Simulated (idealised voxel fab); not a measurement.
The following is a process module called voxel gate over fins.
cross-section cut | 280 nm wide | cells 5 nm
Format of a cross-section: grid, square cells. Given as bands. Order: top down. Band: one or more rows of cells. For a band, the entry starts with two heights in nm, that of the top and then that of the bottom, and carries on with the band's materials in order from left to right, each alongside its width in nm; the word "throughout" beside a single material means it fills the band edge to edge, and "empty" means empty space. Height is counted from the level 0, under which the received wafer is composed throughout of one material. The lowest of the bands is not closed at the bottom but continues downward, in the notation "0 down". Per-row width for "30 to 40": begins at first number (top row of band), ends at second number (bottom row), increment between rows held constant. Step note "nothing got changed" = no cross-section cell changed. So "Sealed internal cavities" is basically the list of trapped voids: any empty space of 8 cells or more that can't reach the top through an opening. They're written width x height at distance, the distance being from the left edge, and it's all nm. Where a step's line continues beyond its settings, the continuation is a remark by the simulator itself on that step. A step line may carry the setting "overlay nm", which, for steps involving a mask, states the distance by which the mask lay to the right of its intended position; negative values denote displacement to the left.

# Listed below are the process steps as planned
1: RECEIVE,material Si
2: CONFORMAL_DEP,material SiN,thk nm 10
3: MASKED_ETCH,tone cover,mask id FINS,width nm 15,pitch nm 55,etch materials SiN,depth nm 10,overlay nm 0
4: MASKED_ETCH,tone cover,mask id FINS,width nm 15,pitch nm 55,etch materials Si,depth nm 40,overlay nm 0
5: FILL_DEP,material SiO2,thk nm 15
6: CMP,height nm 10
7: DIRECTIONAL_DEP,material aC,thk nm 10
8: PATTERN,tone open,mask id RAIL,material resist,width nm 15,thk nm 25,overlay nm 0
9: DIRECTIONAL_ETCH,etch materials aC,depth nm 10
10: STRIP,etch materials resist
11: DIRECTIONAL_ETCH,etch materials SiO2,depth nm 45
12: STRIP,etch materials aC
13: CONFORMAL_DEP,material TiN,thk nm 5
14: FILL_DEP,material Ru,thk nm 5
15: CMP,height nm 10
16: SELECTIVE_ETCH,etch materials W Ru TiN,depth nm 30
17: FILL_DEP,material SiO2,thk nm 5
18: CMP,height nm 10
19: SELECTIVE_ETCH,etch materials SiO2,depth nm 25
20: STRIP,etch materials SiN
21: CONFORMAL_DEP,material HfO2,thk nm 5
22: CONFORMAL_DEP,material TiN,thk nm 5
23: CONFORMAL_DEP,material TiAl,thk nm 5
24: CONFORMAL_DEP,material TiN,thk nm 5
25: FILL_DEP,material W,thk nm 15
26: CMP,height nm 30
27: CONFORMAL_DEP,material SiN,thk nm 10

# Wafer cross-section on receipt, i.e. after step 1
0 down: Si throughout
Sealed internal cavities: none

# Wafer cross-section at module end: first of two, run to plan
40 to 30: SiN throughout
30 to 20: W throughout
20 to 15: W 30, then TiN 220, then W 30
15 to 10: W 30, then TiN 5, then TiAl 45, then TiN 10, then TiAl 45, then TiN 10, then TiAl 45, then TiN 10, then TiAl 45, then TiN 5, then W 30
10 to 5: W 30, then TiN 5, then TiAl 5, then TiN 35, then TiAl 5, then TiN 10, then TiAl 5, then TiN 35, then TiAl 5, then TiN 10, then TiAl 5, then TiN 35, then TiAl 5, then TiN 10, then TiAl 5, then TiN 35, then TiAl 5, then TiN 5, then W 30
5 to 0: TiN 35, then TiAl 5, then TiN 5, then HfO2 25, then TiN 5, then TiAl 5, then TiN 10, then TiAl 5, then TiN 5, then HfO2 25, then TiN 5, then TiAl 5, then TiN 10, then TiAl 5, then TiN 5, then HfO2 25, then TiN 5, then TiAl 5, then TiN 10, then TiAl 5, then TiN 5, then HfO2 25, then TiN 5, then TiAl 5, then TiN 35
0 to -5: TiAl 40, then TiN 5, then HfO2 5, then Si 15, then HfO2 5, then TiN 5, then TiAl 20, then TiN 5, then HfO2 5, then Si 15, then HfO2 5, then TiN 5, then TiAl 20, then TiN 5, then HfO2 5, then Si 15, then HfO2 5, then TiN 5, then TiAl 20, then TiN 5, then HfO2 5, then Si 15, then HfO2 5, then TiN 5, then TiAl 40
-5 to -10: TiN 45, then HfO2 5, then Si 15, then HfO2 5, then TiN 30, then HfO2 5, then Si 15, then HfO2 5, then TiN 30, then HfO2 5, then Si 15, then HfO2 5, then TiN 30, then HfO2 5, then Si 15, then HfO2 5, then TiN 45
-10 to -15: HfO2 50, then Si 15, then HfO2 40, then Si 15, then HfO2 40, then Si 15, then HfO2 40, then Si 15, then HfO2 50
-15 to -20: SiO2 50, then Si 15, then SiO2 40, then Si 15, then SiO2 40, then Si 15, then SiO2 40, then Si 15, then SiO2 50
-20 to -30: SiO2 50, then Si 15, then SiO2 10, then TiN 5, then Ru 5, then TiN 5, then SiO2 15, then Si 15, then SiO2 40, then Si 15, then SiO2 40, then Si 15, then SiO2 50
-30 to -35: SiO2 50, then Si 15, then SiO2 10, then TiN 15, then SiO2 15, then Si 15, then SiO2 40, then Si 15, then SiO2 40, then Si 15, then SiO2 50
-35 to -40: SiO2 50, then Si 15, then SiO2 40, then Si 15, then SiO2 40, then Si 15, then SiO2 40, then Si 15, then SiO2 50
-40 down: Si throughout
Sealed internal cavities: none

# Wafer two (of two), end-of-module cross-section: start = wafer one, plan = wafer one, one run mistake
40 to 30: SiN throughout
30 to 15: W throughout
15 to 5: W 35, then TiN 45, then W 10, then TiN 45, then W 10, then TiN 45, then W 10, then TiN 45, then W 35
5 to 0: W 35, then TiN 10, then HfO2 25, then TiN 10, then W 10, then TiN 10, then HfO2 25, then TiN 10, then W 10, then TiN 10, then HfO2 25, then TiN 10, then W 10, then TiN 10, then HfO2 25, then TiN 10, then W 35
0 to -10: TiN 45, then HfO2 5, then Si 15, then HfO2 5, then TiN 30, then HfO2 5, then Si 15, then HfO2 5, then TiN 30, then HfO2 5, then Si 15, then HfO2 5, then TiN 30, then HfO2 5, then Si 15, then HfO2 5, then TiN 45
-10 to -15: HfO2 50, then Si 15, then HfO2 40, then Si 15, then HfO2 40, then Si 15, then HfO2 40, then Si 15, then HfO2 50
-15 to -20: SiO2 50, then Si 15, then SiO2 40, then Si 15, then SiO2 40, then Si 15, then SiO2 40, then Si 15, then SiO2 50
-20 to -30: SiO2 50, then Si 15, then SiO2 10, then TiN 5, then Ru 5, then TiN 5, then SiO2 15, then Si 15, then SiO2 40, then Si 15, then SiO2 40, then Si 15, then SiO2 50
-30 to -35: SiO2 50, then Si 15, then SiO2 10, then TiN 15, then SiO2 15, then Si 15, then SiO2 40, then Si 15, then SiO2 40, then Si 15, then SiO2 50
-35 to -40: SiO2 50, then Si 15, then SiO2 40, then Si 15, then SiO2 40, then Si 15, then SiO2 40, then Si 15, then SiO2 50
-40 down: Si throughout
Sealed internal cavities: none
Diagnosis: heads up, step 23 of the plan was skipped and never actually ran
Counted in cells at the end, the second wafer holds more or fewer of these materials than the first: TiAl: 80 fewer; W: 80 more
